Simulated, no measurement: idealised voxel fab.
The process module presented herein is designated voxel released beams.
In the cross-section labelled cut, the width is 280 nm and each square cell is 5 nm.
A cross-section in this document is a grid of square cells, and it is written down as bands, the top band listed before the ones below it; a band is made up of one or more rows of cells. Band: top and bottom heights (nm) first, top before bottom; then materials from left to right, widths in nm. "full width" marks a sole material filling the band edge to edge. "air" denotes empty space. The level at which height equals 0 is the one under which the wafer, as it arrives, is entirely one material. No lower edge exists for the bottom band, which continues downward and is notated as in "0 and below". It should be noted that a width expressed as "30->40" varies in equal increments from row to row of cells within the band, taking the value of the first number at the top row and that of the second number at the bottom row. Step note "everything unchanged" = no cross-section cell changed. Look at "Sealed-off cavities" for the closed voids: empty spaces with no open path to the top, sized 8 cells or up. Each is width x height at distance, distance from the left edge, all nm. It should be noted that, on the line of a given step, the content following the step's settings is a remark produced by the simulator itself with respect to that step. overlay nm: where the mask lay relative to plan, measured to the right, on steps with a mask; negatives go left. Pairs, read this way: before one process step on the one hand, after it on the other, the after cross-section ending at the lowest band that changed; the step between, settings included, beneath. Same starting wafer throughout, but possibly different runs of this module, so no pair continues from the pair above unless its entry headed "Prior state" says so.

**Prior state**
  0 and below: Si full width
  Sealed-off cavities: none

**Cut View, Post-Step**
  10 down to 0: Al2O3 full width
  Lower than 0, everything is as it was.
  Sealed-off cavities: none
The process step bridging the two cross-sections above: CONFORMAL_DEP [material Al2O3] [thk nm 10]

Prior state: Please consult the pair immediately above; the cross-section it shows after its step is the state before this step.

**Cut View, Post-Step**
  25 down to 10: SiO2 full width
  Lower than 10, everything is as it was.
  Sealed-off cavities: none
The process step bridging the two cross-sections above: DIRECTIONAL_DEP [material SiO2] [thk nm 15]

Prior state: Please consult the pair immediately above; the cross-section it shows after its step is the state before this step.

**Cut View, Post-Step**
  25 down to 10: 90 of SiO2, then 25 of air, then 165 of SiO2
  Lower than 10, everything is as it was.
  Sealed-off cavities: none
The process step bridging the two cross-sections above: MASKED_ETCH [tone open] [mask id ANCHOR] [width nm 25] [etch materials SiO2] [depth nm 15] [overlay nm 0]

Prior state: Please consult the pair immediately above; the cross-section it shows after its step is the state before this step.

**Cut View, Post-Step**
  35 down to 25: 100 of W, then 5 of air, then 175 of W
  25 down to 20: 90 of SiO2, then 10 of W, then 5 of air, then 10 of W, then 165 of SiO2
  20 down to 10: 90 of SiO2, then 25 of W, then 165 of SiO2
  Lower than 10, everything is as it was.
  Sealed-off cavities: none
The process step bridging the two cross-sections above: CONFORMAL_DEP [material W] [thk nm 10]

Prior state: Please consult the pair immediately above; the cross-section it shows after its step is the state before this step.

**Cut View, Post-Step**
  50 down to 35: 100 of aC, then 5 of air, then 175 of aC
  35 down to 25: 100 of W, then 5 of aC, then 175 of W
  25 down to 20: 90 of SiO2, then 10 of W, then 5 of aC, then 10 of W, then 165 of SiO2
  Lower than 20, everything is as it was.
  Sealed-off cavities: none
The process step bridging the two cross-sections above: DIRECTIONAL_DEP [material aC] [thk nm 15]

Prior state: Please consult the pair immediately above; the cross-section it shows after its step is the state before this step.

**Cut View, Post-Step**
  85 down to 50: 85 of air, then 105 of resist, then 90 of air
  50 down to 35: 100 of aC, then 5 of resist, then 175 of aC
  Lower than 35, everything is as it was.
  Sealed-off cavities: none
The process step bridging the two cross-sections above: PATTERN [tone cover] [mask id BEAM] [material resist] [width nm 105] [thk nm 35] [overlay nm 0]

Prior state: Please consult the pair immediately above; the cross-section it shows after its step is the state before this step.

**Cut View, Post-Step**
  70 down to 50: 85 of air, then 105 of resist, then 90 of air
  50 down to 35: 85 of air, then 15 of aC, then 5 of resist, then 85 of aC, then 90 of air
  Lower than 35, everything is as it was.
  Sealed-off cavities: none
The process step bridging the two cross-sections above: DIRECTIONAL_ETCH [etch materials aC] [depth nm 15]

Prior state: Please consult the pair immediately above; the cross-section it shows after its step is the state before this step.

**Cut View, Post-Step**
  50 down to 35: 85 of air, then 15 of aC, then 5 of air, then 85 of aC, then 90 of air
  Lower than 35, everything is as it was.
  Sealed-off cavities: none
The process step bridging the two cross-sections above: STRIP [etch materials resist]

Prior state: Please consult the pair immediately above; the cross-section it shows after its step is the state before this step.

**Cut View, Post-Step**
  50 down to 35: 85 of air, then 15 of aC, then 5 of air, then 85 of aC, then 90 of air
  35 down to 25: 85 of air, then 15 of W, then 5 of aC, then 85 of W, then 90 of air
  Lower than 25, everything is as it was.
  Sealed-off cavities: none
The process step bridging the two cross-sections above: DIRECTIONAL_ETCH [etch materials W] [depth nm 10]

Prior state: Please consult the pair immediately above; the cross-section it shows after its step is the state before this step.

**Cut View, Post-Step**
  35 down to 25: 85 of air, then 15 of W, then 5 of air, then 85 of W, then 90 of air
  25 down to 20: 90 of SiO2, then 10 of W, then 5 of air, then 10 of W, then 165 of SiO2
  Lower than 20, everything is as it was.
  Sealed-off cavities: none
The process step bridging the two cross-sections above: STRIP [etch materials aC]

Prior state: Please consult the pair immediately above; the cross-section it shows after its step is the state before this step.

**Cut View, Post-Step**
  35 down to 25: 85 of air, then 15 of W, then 5 of air, then 85 of W, then 90 of air
  25 down to 20: 90 of air, then 10 of W, then 5 of air, then 10 of W, then 165 of air
  20 down to 10: 90 of air, then 25 of W, then 165 of air
  Lower than 10, everything is as it was.
  Sealed-off cavities: none
The process step bridging the two cross-sections above: STRIP [etch materials SiO2]

**Prior state**
  0 and below: Si full width
  Sealed-off cavities: none

**Cut View, Post-Step**
  15 down to 0: SiO2 full width
  Lower than 0, everything is as it was.
  Sealed-off cavities: none
The process step bridging the two cross-sections above: DIRECTIONAL_DEP [material SiO2] [thk nm 15]

Prior state: Please consult the pair immediately above; the cross-section it shows after its step is the state before this step.

**Cut View, Post-Step**
  15 down to 0: 90 of SiO2, then 25 of air, then 165 of SiO2
  Lower than 0, everything is as it was.
  Sealed-off cavities: none
The process step bridging the two cross-sections above: MASKED_ETCH [tone open] [mask id ANCHOR] [width nm 25] [etch materials SiO2] [depth nm 15] [overlay nm 0]

Prior state: Please consult the pair immediately above; the cross-section it shows after its step is the state before this step.

**Cut View, Post-Step**
  25 down to 15: 100 of W, then 5 of air, then 175 of W
  15 down to 10: 90 of SiO2, then 10 of W, then 5 of air, then 10 of W, then 165 of SiO2
  10 down to 0: 90 of SiO2, then 25 of W, then 165 of SiO2
  Lower than 0, everything is as it was.
  Sealed-off cavities: none
The process step bridging the two cross-sections above: CONFORMAL_DEP [material W] [thk nm 10]

Prior state: Please consult the pair immediately above; the cross-section it shows after its step is the state before this step.

**Cut View, Post-Step**
  40 down to 25: 100 of aC, then 5 of air, then 175 of aC
  25 down to 15: 100 of W, then 5 of aC, then 175 of W
  15 down to 10: 90 of SiO2, then 10 of W, then 5 of aC, then 10 of W, then 165 of SiO2
  Lower than 10, everything is as it was.
  Sealed-off cavities: none
The process step bridging the two cross-sections above: DIRECTIONAL_DEP [material aC] [thk nm 15]

Prior state: Please consult the pair immediately above; the cross-section it shows after its step is the state before this step.

**Cut View, Post-Step**
  75 down to 40: 85 of air, then 105 of resist, then 90 of air
  40 down to 25: 100 of aC, then 5 of resist, then 175 of aC
  Lower than 25, everything is as it was.
  Sealed-off cavities: none
The process step bridging the two cross-sections above: PATTERN [tone cover] [mask id BEAM] [material resist] [width nm 105] [thk nm 35] [overlay nm 0]

Prior state: Please consult the pair immediately above; the cross-section it shows after its step is the state before this step.

**Cut View, Post-Step**
  60 down to 40: 85 of air, then 105 of resist, then 90 of air
  40 down to 25: 85 of air, then 15 of aC, then 5 of resist, then 85 of aC, then 90 of air
  Lower than 25, everything is as it was.
  Sealed-off cavities: none
The process step bridging the two cross-sections above: DIRECTIONAL_ETCH [etch materials aC] [depth nm 15]

Prior state: Please consult the pair immediately above; the cross-section it shows after its step is the state before this step.

**Cut View, Post-Step**
  40 down to 25: 85 of air, then 15 of aC, then 5 of air, then 85 of aC, then 90 of air
  Lower than 25, everything is as it was.
  Sealed-off cavities: none
The process step bridging the two cross-sections above: STRIP [etch materials resist]

Prior state: Please consult the pair immediately above; the cross-section it shows after its step is the state before this step.

**Cut View, Post-Step**
  40 down to 25: 85 of air, then 15 of aC, then 5 of air, then 85 of aC, then 90 of air
  25 down to 15: 85 of air, then 15 of W, then 5 of aC, then 85 of W, then 90 of air
  Lower than 15, everything is as it was.
  Sealed-off cavities: none
The process step bridging the two cross-sections above: DIRECTIONAL_ETCH [etch materials W] [depth nm 10]

Prior state: Please consult the pair immediately above; the cross-section it shows after its step is the state before this step.

**Cut View, Post-Step**
  25 down to 15: 85 of air, then 15 of W, then 5 of air, then 85 of W, then 90 of air
  15 down to 10: 90 of SiO2, then 10 of W, then 5 of air, then 10 of W, then 165 of SiO2
  Lower than 10, everything is as it was.
  Sealed-off cavities: none
The process step bridging the two cross-sections above: STRIP [etch materials aC]

Prior state: Please consult the pair immediately above; the cross-section it shows after its step is the state before this step.

**Cut View, Post-Step**
  25 down to 15: 85 of air, then 15 of W, then 5 of air, then 85 of W, then 90 of air
  15 down to 10: 90 of air, then 10 of W, then 5 of air, then 10 of W, then 165 of air
  10 down to 0: 90 of air, then 25 of W, then 165 of air
  Lower than 0, everything is as it was.
  Sealed-off cavities: none
The process step bridging the two cross-sections above: STRIP [etch materials SiO2]

**Prior state**
  15 down to 0: SiO2 full width
  0 and below: Si full width
  Sealed-off cavities: none

**Cut View, Post-Step**
  25 down to 15: Al2O3 full width
  Lower than 15, everything is as it was.
  Sealed-off cavities: none
The process step bridging the two cross-sections above: CONFORMAL_DEP [material Al2O3] [thk nm 10]

Prior state: Please consult the pair immediately above; the cross-section it shows after its step is the state before this step.

**Cut View, Post-Step**
  35 down to 25: W full width
  Lower than 25, everything is as it was.
  Sealed-off cavities: none
The process step bridging the two cross-sections above: CONFORMAL_DEP [material W] [thk nm 10]

Prior state: Please consult the pair immediately above; the cross-section it shows after its step is the state before this step.

**Cut View, Post-Step**
  50 down to 35: aC full width
  Lower than 35, everything is as it was.
  Sealed-off cavities: none
The process step bridging the two cross-sections above: DIRECTIONAL_DEP [material aC] [thk nm 15]

Prior state: Please consult the pair immediately above; the cross-section it shows after its step is the state before this step.

**Cut View, Post-Step**
  85 down to 50: 85 of air, then 105 of resist, then 90 of air
  Lower than 50, everything is as it was.
  Sealed-off cavities: none
The process step bridging the two cross-sections above: PATTERN [tone cover] [mask id BEAM] [material resist] [width nm 105] [thk nm 35] [overlay nm 0]

Prior state: Please consult the pair immediately above; the cross-section it shows after its step is the state before this step.

**Cut View, Post-Step**
  70 down to 50: 85 of air, then 105 of resist, then 90 of air
  50 down to 35: 85 of air, then 105 of aC, then 90 of air
  Lower than 35, everything is as it was.
  Sealed-off cavities: none
The process step bridging the two cross-sections above: DIRECTIONAL_ETCH [etch materials aC] [depth nm 15]

Prior state: Please consult the pair immediately above; the cross-section it shows after its step is the state before this step.

**Cut View, Post-Step**
  50 down to 35: 85 of air, then 105 of aC, then 90 of air
  Lower than 35, everything is as it was.
  Sealed-off cavities: none
The process step bridging the two cross-sections above: STRIP [etch materials resist]

Prior state: Please consult the pair immediately above; the cross-section it shows after its step is the state before this step.

**Cut View, Post-Step**
  50 down to 35: 85 of air, then 105 of aC, then 90 of air
  35 down to 25: 85 of air, then 105 of W, then 90 of air
  Lower than 25, everything is as it was.
  Sealed-off cavities: none
The process step bridging the two cross-sections above: DIRECTIONAL_ETCH [etch materials W] [depth nm 10]

Prior state: Please consult the pair immediately above; the cross-section it shows after its step is the state before this step.

**Cut View, Post-Step**
  35 down to 25: 85 of air, then 105 of W, then 90 of air
  Lower than 25, everything is as it was.
  Sealed-off cavities: none
The process step bridging the two cross-sections above: STRIP [etch materials aC]

**Prior state**
  0 and below: Si full width
  Sealed-off cavities: none

**Cut View, Post-Step**
  15 down to 0: Al2O3 full width
  Lower than 0, everything is as it was.
  Sealed-off cavities: none
The process step bridging the two cross-sections above: CONFORMAL_DEP [material Al2O3] [thk nm 15]

Prior state: Please consult the pair immediately above; the cross-section it shows after its step is the state before this step.

**Cut View, Post-Step**
  30 down to 15: SiO2 full width
  Lower than 15, everything is as it was.
  Sealed-off cavities: none
The process step bridging the two cross-sections above: DIRECTIONAL_DEP [material SiO2] [thk nm 15]

Prior state: Please consult the pair immediately above; the cross-section it shows after its step is the state before this step.

**Cut View, Post-Step**
  30 down to 15: 90 of SiO2, then 25 of air, then 165 of SiO2
  Lower than 15, everything is as it was.
  Sealed-off cavities: none
The process step bridging the two cross-sections above: MASKED_ETCH [tone open] [mask id ANCHOR] [width nm 25] [etch materials SiO2] [depth nm 15] [overlay nm 0]

Prior state: Please consult the pair immediately above; the cross-section it shows after its step is the state before this step.

**Cut View, Post-Step**
  40 down to 30: 100 of W, then 5 of air, then 175 of W
  30 down to 25: 90 of SiO2, then 10 of W, then 5 of air, then 10 of W, then 165 of SiO2
  25 down to 15: 90 of SiO2, then 25 of W, then 165 of SiO2
  Lower than 15, everything is as it was.
  Sealed-off cavities: none
The process step bridging the two cross-sections above: CONFORMAL_DEP [material W] [thk nm 10]

Prior state: Please consult the pair immediately above; the cross-section it shows after its step is the state before this step.

**Cut View, Post-Step**
  55 down to 40: 100 of aC, then 5 of air, then 175 of aC
  40 down to 30: 100 of W, then 5 of aC, then 175 of W
  30 down to 25: 90 of SiO2, then 10 of W, then 5 of aC, then 10 of W, then 165 of SiO2
  Lower than 25, everything is as it was.
  Sealed-off cavities: none
The process step bridging the two cross-sections above: DIRECTIONAL_DEP [material aC] [thk nm 15]

Prior state: Please consult the pair immediately above; the cross-section it shows after its step is the state before this step.

**Cut View, Post-Step**
  90 down to 55: 85 of air, then 105 of resist, then 90 of air
  55 down to 40: 100 of aC, then 5 of resist, then 175 of aC
  Lower than 40, everything is as it was.
  Sealed-off cavities: none
The process step bridging the two cross-sections above: PATTERN [tone cover] [mask id BEAM] [material resist] [width nm 105] [thk nm 35] [overlay nm 0]

Prior state: Please consult the pair immediately above; the cross-section it shows after its step is the state before this step.

**Cut View, Post-Step**
  75 down to 55: 85 of air, then 105 of resist, then 90 of air
  55 down to 40: 85 of air, then 15 of aC, then 5 of resist, then 85 of aC, then 90 of air
  Lower than 40, everything is as it was.
  Sealed-off cavities: none
The process step bridging the two cross-sections above: DIRECTIONAL_ETCH [etch materials aC] [depth nm 15]

Prior state: Please consult the pair immediately above; the cross-section it shows after its step is the state before this step.

**Cut View, Post-Step**
  55 down to 40: 85 of air, then 15 of aC, then 5 of air, then 85 of aC, then 90 of air
  Lower than 40, everything is as it was.
  Sealed-off cavities: none
The process step bridging the two cross-sections above: STRIP [etch materials resist]

Prior state: Please consult the pair immediately above; the cross-section it shows after its step is the state before this step.

**Cut View, Post-Step**
  55 down to 40: 85 of air, then 15 of aC, then 5 of air, then 85 of aC, then 90 of air
  40 down to 30: 85 of air, then 15 of W, then 5 of aC, then 85 of W, then 90 of air
  Lower than 30, everything is as it was.
  Sealed-off cavities: none
The process step bridging the two cross-sections above: DIRECTIONAL_ETCH [etch materials W] [depth nm 10]

Prior state: Please consult the pair immediately above; the cross-section it shows after its step is the state before this step.

**Cut View, Post-Step**
  40 down to 30: 85 of air, then 15 of W, then 5 of air, then 85 of W, then 90 of air
  30 down to 25: 90 of SiO2, then 10 of W, then 5 of air, then 10 of W, then 165 of SiO2
  Lower than 25, everything is as it was.
  Sealed-off cavities: none
The process step bridging the two cross-sections above: STRIP [etch materials aC]

Prior state: Please consult the pair immediately above; the cross-section it shows after its step is the state before this step.

**Cut View, Post-Step**
  40 down to 30: 85 of air, then 15 of W, then 5 of air, then 85 of W, then 90 of air
  30 down to 25: 90 of air, then 10 of W, then 5 of air, then 10 of W, then 165 of air
  25 down to 15: 90 of air, then 25 of W, then 165 of air
  Lower than 15, everything is as it was.
  Sealed-off cavities: none
The process step bridging the two cross-sections above: STRIP [etch materials SiO2]

**Prior state**
  25 down to 10: SiO2 full width
  10 down to 0: Al2O3 full width
  0 and below: Si full width
  Sealed-off cavities: none

**Cut View, Post-Step**
  25 down to 10: 85 of SiO2, then 35 of air, then 160 of SiO2
  Lower than 10, everything is as it was.
  Sealed-off cavities: none
The process step bridging the two cross-sections above: MASKED_ETCH [tone open] [mask id ANCHOR] [width nm 35] [etch materials SiO2] [depth nm 15] [overlay nm 0]

Prior state: Please consult the pair immediately above; the cross-section it shows after its step is the state before this step.

**Cut View, Post-Step**
  35 down to 25: 95 of W, then 15 of air, then 170 of W
  25 down to 20: 85 of SiO2, then 10 of W, then 15 of air, then 10 of W, then 160 of SiO2
  20 down to 10: 85 of SiO2, then 35 of W, then 160 of SiO2
  Lower than 10, everything is as it was.
  Sealed-off cavities: none
The process step bridging the two cross-sections above: CONFORMAL_DEP [material W] [thk nm 10]

Prior state: Please consult the pair immediately above; the cross-section it shows after its step is the state before this step.

**Cut View, Post-Step**
  50 down to 35: 95 of aC, then 15 of air, then 170 of aC
  35 down to 25: 95 of W, then 15 of aC, then 170 of W
  25 down to 20: 85 of SiO2, then 10 of W, then 15 of aC, then 10 of W, then 160 of SiO2
  Lower than 20, everything is as it was.
  Sealed-off cavities: none
The process step bridging the two cross-sections above: DIRECTIONAL_DEP [material aC] [thk nm 15]

Prior state: Please consult the pair immediately above; the cross-section it shows after its step is the state before this step.

**Cut View, Post-Step**
  85 down to 50: 85 of air, then 105 of resist, then 90 of air
  50 down to 35: 95 of aC, then 15 of resist, then 170 of aC
  Lower than 35, everything is as it was.
  Sealed-off cavities: none
The process step bridging the two cross-sections above: PATTERN [tone cover] [mask id BEAM] [material resist] [width nm 105] [thk nm 35] [overlay nm 0]

Prior state: Please consult the pair immediately above; the cross-section it shows after its step is the state before this step.

**Cut View, Post-Step**
  70 down to 50: 85 of air, then 105 of resist, then 90 of air
  50 down to 35: 85 of air, then 10 of aC, then 15 of resist, then 80 of aC, then 90 of air
  Lower than 35, everything is as it was.
  Sealed-off cavities: none
The process step bridging the two cross-sections above: DIRECTIONAL_ETCH [etch materials aC] [depth nm 15]

Prior state: Please consult the pair immediately above; the cross-section it shows after its step is the state before this step.

**Cut View, Post-Step**
  50 down to 35: 85 of air, then 10 of aC, then 15 of air, then 80 of aC, then 90 of air
  Lower than 35, everything is as it was.
  Sealed-off cavities: none
The process step bridging the two cross-sections above: STRIP [etch materials resist]

Prior state: Please consult the pair immediately above; the cross-section it shows after its step is the state before this step.

**Cut View, Post-Step**
  50 down to 35: 85 of air, then 10 of aC, then 15 of air, then 80 of aC, then 90 of air
  35 down to 25: 85 of air, then 10 of W, then 15 of aC, then 80 of W, then 90 of air
  Lower than 25, everything is as it was.
  Sealed-off cavities: none
The process step bridging the two cross-sections above: DIRECTIONAL_ETCH [etch materials W] [depth nm 10]

Prior state: Please consult the pair immediately above; the cross-section it shows after its step is the state before this step.

**Cut View, Post-Step**
  35 down to 25: 85 of air, then 10 of W, then 15 of air, then 80 of W, then 90 of air
  25 down to 20: 85 of SiO2, then 10 of W, then 15 of air, then 10 of W, then 160 of SiO2
  Lower than 20, everything is as it was.
  Sealed-off cavities: none
The process step bridging the two cross-sections above: STRIP [etch materials aC]

Prior state: Please consult the pair immediately above; the cross-section it shows after its step is the state before this step.

**Cut View, Post-Step**
  35 down to 25: 85 of air, then 10 of W, then 15 of air, then 80 of W, then 90 of air
  25 down to 20: 85 of air, then 10 of W, then 15 of air, then 10 of W, then 160 of air
  20 down to 10: 85 of air, then 35 of W, then 160 of air
  Lower than 10, everything is as it was.
  Sealed-off cavities: none
The process step bridging the two cross-sections above: STRIP [etch materials SiO2]

**Prior state**
  25 down to 10: SiO2 full width
  10 down to 0: Al2O3 full width
  0 and below: Si full width
  Sealed-off cavities: none

**Cut View, Post-Step**
  25 down to 10: 100 of SiO2, then 25 of air, then 155 of SiO2
  Lower than 10, everything is as it was.
  Sealed-off cavities: none
The process step bridging the two cross-sections above: MASKED_ETCH [tone open] [mask id ANCHOR] [width nm 25] [etch materials SiO2] [depth nm 15] [overlay nm 10]

Prior state: Please consult the pair immediately above; the cross-section it shows after its step is the state before this step.

**Cut View, Post-Step**
  35 down to 25: 110 of W, then 5 of air, then 165 of W
  25 down to 20: 100 of SiO2, then 10 of W, then 5 of air, then 10 of W, then 155 of SiO2
  20 down to 10: 100 of SiO2, then 25 of W, then 155 of SiO2
  Lower than 10, everything is as it was.
  Sealed-off cavities: none
The process step bridging the two cross-sections above: CONFORMAL_DEP [material W] [thk nm 10]

Prior state: Please consult the pair immediately above; the cross-section it shows after its step is the state before this step.

**Cut View, Post-Step**
  50 down to 35: 110 of aC, then 5 of air, then 165 of aC
  35 down to 25: 110 of W, then 5 of aC, then 165 of W
  25 down to 20: 100 of SiO2, then 10 of W, then 5 of aC, then 10 of W, then 155 of SiO2
  Lower than 20, everything is as it was.
  Sealed-off cavities: none
The process step bridging the two cross-sections above: DIRECTIONAL_DEP [material aC] [thk nm 15]

Prior state: Please consult the pair immediately above; the cross-section it shows after its step is the state before this step.

**Cut View, Post-Step**
  85 down to 50: 85 of air, then 105 of resist, then 90 of air
  50 down to 35: 110 of aC, then 5 of resist, then 165 of aC
  Lower than 35, everything is as it was.
  Sealed-off cavities: none
The process step bridging the two cross-sections above: PATTERN [tone cover] [mask id BEAM] [material resist] [width nm 105] [thk nm 35] [overlay nm 0]

Prior state: Please consult the pair immediately above; the cross-section it shows after its step is the state before this step.

**Cut View, Post-Step**
  70 down to 50: 85 of air, then 105 of resist, then 90 of air
  50 down to 35: 85 of air, then 25 of aC, then 5 of resist, then 75 of aC, then 90 of air
  Lower than 35, everything is as it was.
  Sealed-off cavities: none
The process step bridging the two cross-sections above: DIRECTIONAL_ETCH [etch materials aC] [depth nm 15]

Prior state: Please consult the pair immediately above; the cross-section it shows after its step is the state before this step.

**Cut View, Post-Step**
  50 down to 35: 85 of air, then 25 of aC, then 5 of air, then 75 of aC, then 90 of air
  Lower than 35, everything is as it was.
  Sealed-off cavities: none
The process step bridging the two cross-sections above: STRIP [etch materials resist]

Prior state: Please consult the pair immediately above; the cross-section it shows after its step is the state before this step.

**Cut View, Post-Step**
  50 down to 35: 85 of air, then 25 of aC, then 5 of air, then 75 of aC, then 90 of air
  35 down to 25: 85 of air, then 25 of W, then 5 of aC, then 75 of W, then 90 of air
  Lower than 25, everything is as it was.
  Sealed-off cavities: none
The process step bridging the two cross-sections above: DIRECTIONAL_ETCH [etch materials W] [depth nm 10]

Prior state: Please consult the pair immediately above; the cross-section it shows after its step is the state before this step.

**Cut View, Post-Step**
  35 down to 25: 85 of air, then 25 of W, then 5 of air, then 75 of W, then 90 of air
  25 down to 20: 100 of SiO2, then 10 of W, then 5 of air, then 10 of W, then 155 of SiO2
  Lower than 20, everything is as it was.
  Sealed-off cavities: none
The process step bridging the two cross-sections above: STRIP [etch materials aC]

Prior state: Please consult the pair immediately above; the cross-section it shows after its step is the state before this step.

**Cut View, Post-Step**
  35 down to 25: 85 of air, then 25 of W, then 5 of air, then 75 of W, then 90 of air
  25 down to 20: 100 of air, then 10 of W, then 5 of air, then 10 of W, then 155 of air
  20 down to 10: 100 of air, then 25 of W, then 155 of air
  Lower than 10, everything is as it was.
  Sealed-off cavities: none
The process step bridging the two cross-sections above: STRIP [etch materials SiO2]

**Prior state**
  0 and below: Si full width
  Sealed-off cavities: none

**Cut View, Post-Step**
  10 down to 0: SiO2 full width
  Lower than 0, everything is as it was.
  Sealed-off cavities: none
The process step bridging the two cross-sections above: CONFORMAL_DEP [material SiO2] [thk nm 10]

Prior state: Please consult the pair immediately above; the cross-section it shows after its step is the state before this step.

**Cut View, Post-Step**
  25 down to 0: SiO2 full width
  Lower than 0, everything is as it was.
  Sealed-off cavities: none
The process step bridging the two cross-sections above: DIRECTIONAL_DEP [material SiO2] [thk nm 15]

Prior state: Please consult the pair immediately above; the cross-section it shows after its step is the state before this step.

**Cut View, Post-Step**
  25 down to 10: 90 of SiO2, then 25 of air, then 165 of SiO2
  Lower than 10, everything is as it was.
  Sealed-off cavities: none
The process step bridging the two cross-sections above: MASKED_ETCH [tone open] [mask id ANCHOR] [width nm 25] [etch materials SiO2] [depth nm 15] [overlay nm 0]

Prior state: Please consult the pair immediately above; the cross-section it shows after its step is the state before this step.

**Cut View, Post-Step**
  35 down to 25: 100 of W, then 5 of air, then 175 of W
  25 down to 20: 90 of SiO2, then 10 of W, then 5 of air, then 10 of W, then 165 of SiO2
  20 down to 10: 90 of SiO2, then 25 of W, then 165 of SiO2
  Lower than 10, everything is as it was.
  Sealed-off cavities: none
The process step bridging the two cross-sections above: CONFORMAL_DEP [material W] [thk nm 10]

Prior state: Please consult the pair immediately above; the cross-section it shows after its step is the state before this step.

**Cut View, Post-Step**
  50 down to 35: 100 of aC, then 5 of air, then 175 of aC
  35 down to 25: 100 of W, then 5 of aC, then 175 of W
  25 down to 20: 90 of SiO2, then 10 of W, then 5 of aC, then 10 of W, then 165 of SiO2
  Lower than 20, everything is as it was.
  Sealed-off cavities: none
The process step bridging the two cross-sections above: DIRECTIONAL_DEP [material aC] [thk nm 15]

Prior state: Please consult the pair immediately above; the cross-section it shows after its step is the state before this step.

**Cut View, Post-Step**
  85 down to 50: 85 of air, then 105 of resist, then 90 of air
  50 down to 35: 100 of aC, then 5 of resist, then 175 of aC
  Lower than 35, everything is as it was.
  Sealed-off cavities: none
The process step bridging the two cross-sections above: PATTERN [tone cover] [mask id BEAM] [material resist] [width nm 105] [thk nm 35] [overlay nm 0]

Prior state: Please consult the pair immediately above; the cross-section it shows after its step is the state before this step.

**Cut View, Post-Step**
  70 down to 50: 85 of air, then 105 of resist, then 90 of air
  50 down to 35: 85 of air, then 15 of aC, then 5 of resist, then 85 of aC, then 90 of air
  Lower than 35, everything is as it was.
  Sealed-off cavities: none
The process step bridging the two cross-sections above: DIRECTIONAL_ETCH [etch materials aC] [depth nm 15]

Prior state: Please consult the pair immediately above; the cross-section it shows after its step is the state before this step.

**Cut View, Post-Step**
  50 down to 35: 85 of air, then 15 of aC, then 5 of air, then 85 of aC, then 90 of air
  Lower than 35, everything is as it was.
  Sealed-off cavities: none
The process step bridging the two cross-sections above: STRIP [etch materials resist]

Prior state: Please consult the pair immediately above; the cross-section it shows after its step is the state before this step.

**Cut View, Post-Step**
  50 down to 35: 85 of air, then 15 of aC, then 5 of air, then 85 of aC, then 90 of air
  35 down to 25: 85 of air, then 15 of W, then 5 of aC, then 85 of W, then 90 of air
  Lower than 25, everything is as it was.
  Sealed-off cavities: none
The process step bridging the two cross-sections above: DIRECTIONAL_ETCH [etch materials W] [depth nm 10]

Prior state: Please consult the pair immediately above; the cross-section it shows after its step is the state before this step.

**Cut View, Post-Step**
  35 down to 25: 85 of air, then 15 of W, then 5 of air, then 85 of W, then 90 of air
  25 down to 20: 90 of SiO2, then 10 of W, then 5 of air, then 10 of W, then 165 of SiO2
  Lower than 20, everything is as it was.
  Sealed-off cavities: none
The process step bridging the two cross-sections above: STRIP [etch materials aC]

Prior state: Please consult the pair immediately above; the cross-section it shows after its step is the state before this step.

**Cut View, Post-Step**
  0 and below: Si full width
  Sealed-off cavities: none
The process step bridging the two cross-sections above: STRIP [etch materials SiO2]

**Prior state**
  25 down to 10: SiO2 full width
  10 down to 0: Al2O3 full width
  0 and below: Si full width
  Sealed-off cavities: none

**Cut View, Post-Step**
  25 down to 10: 90 of air, then 25 of SiO2, then 165 of air
  Lower than 10, everything is as it was.
  Sealed-off cavities: none
The process step bridging the two cross-sections above: MASKED_ETCH [tone cover] [mask id ANCHOR] [width nm 25] [etch materials SiO2] [depth nm 15] [overlay nm 0]

Prior state: Please consult the pair immediately above; the cross-section it shows after its step is the state before this step.

**Cut View, Post-Step**
  35 down to 25: 80 of air, then 45 of W, then 155 of air
  25 down to 20: 80 of air, then 10 of W, then 25 of SiO2, then 10 of W, then 155 of air
  20 down to 10: 90 of W, then 25 of SiO2, then 165 of W
  Lower than 10, everything is as it was.
  Sealed-off cavities: none
The process step bridging the two cross-sections above: CONFORMAL_DEP [material W] [thk nm 10]

Prior state: Please consult the pair immediately above; the cross-section it shows after its step is the state before this step.

**Cut View, Post-Step**
  50 down to 35: 80 of air, then 45 of aC, then 155 of air
  35 down to 25: 80 of aC, then 45 of W, then 155 of aC
  25 down to 20: 80 of aC, then 10 of W, then 25 of SiO2, then 10 of W, then 155 of aC
  Lower than 20, everything is as it was.
  Sealed-off cavities: none
The process step bridging the two cross-sections above: DIRECTIONAL_DEP [material aC] [thk nm 15]

Prior state: Please consult the pair immediately above; the cross-section it shows after its step is the state before this step.

**Cut View, Post-Step**
  85 down to 50: 85 of air, then 105 of resist, then 90 of air
  50 down to 35: 80 of air, then 45 of aC, then 65 of resist, then 90 of air
  Lower than 35, everything is as it was.
  Sealed-off cavities: none
The process step bridging the two cross-sections above: PATTERN [tone cover] [mask id BEAM] [material resist] [width nm 105] [thk nm 35] [overlay nm 0]

Prior state: Please consult the pair immediately above; the cross-section it shows after its step is the state before this step.

**Cut View, Post-Step**
  70 down to 50: 85 of air, then 105 of resist, then 90 of air
  50 down to 35: 85 of air, then 40 of aC, then 65 of resist, then 90 of air
  35 down to 25: 80 of air, then 45 of W, then 65 of aC, then 90 of air
  25 down to 20: 80 of air, then 10 of W, then 25 of SiO2, then 10 of W, then 65 of aC, then 90 of air
  Lower than 20, everything is as it was.
  Sealed-off cavities: none
The process step bridging the two cross-sections above: DIRECTIONAL_ETCH [etch materials aC] [depth nm 15]

Prior state: Please consult the pair immediately above; the cross-section it shows after its step is the state before this step.

**Cut View, Post-Step**
  50 down to 35: 85 of air, then 40 of aC, then 155 of air
  Lower than 35, everything is as it was.
  Sealed-off cavities: none
The process step bridging the two cross-sections above: STRIP [etch materials resist]

Prior state: Please consult the pair immediately above; the cross-section it shows after its step is the state before this step.

**Cut View, Post-Step**
  50 down to 35: 85 of air, then 40 of aC, then 155 of air
  35 down to 25: 85 of air, then 40 of W, then 65 of aC, then 90 of air
  25 down to 20: 80 of air, then 10 of W, then 25 of SiO2, then 10 of W, then 65 of aC, then 90 of air
  20 down to 10: 80 of air, then 10 of W, then 25 of SiO2, then 75 of W, then 90 of air
  Lower than 10, everything is as it was.
  Sealed-off cavities: none
The process step bridging the two cross-sections above: DIRECTIONAL_ETCH [etch materials W] [depth nm 10]
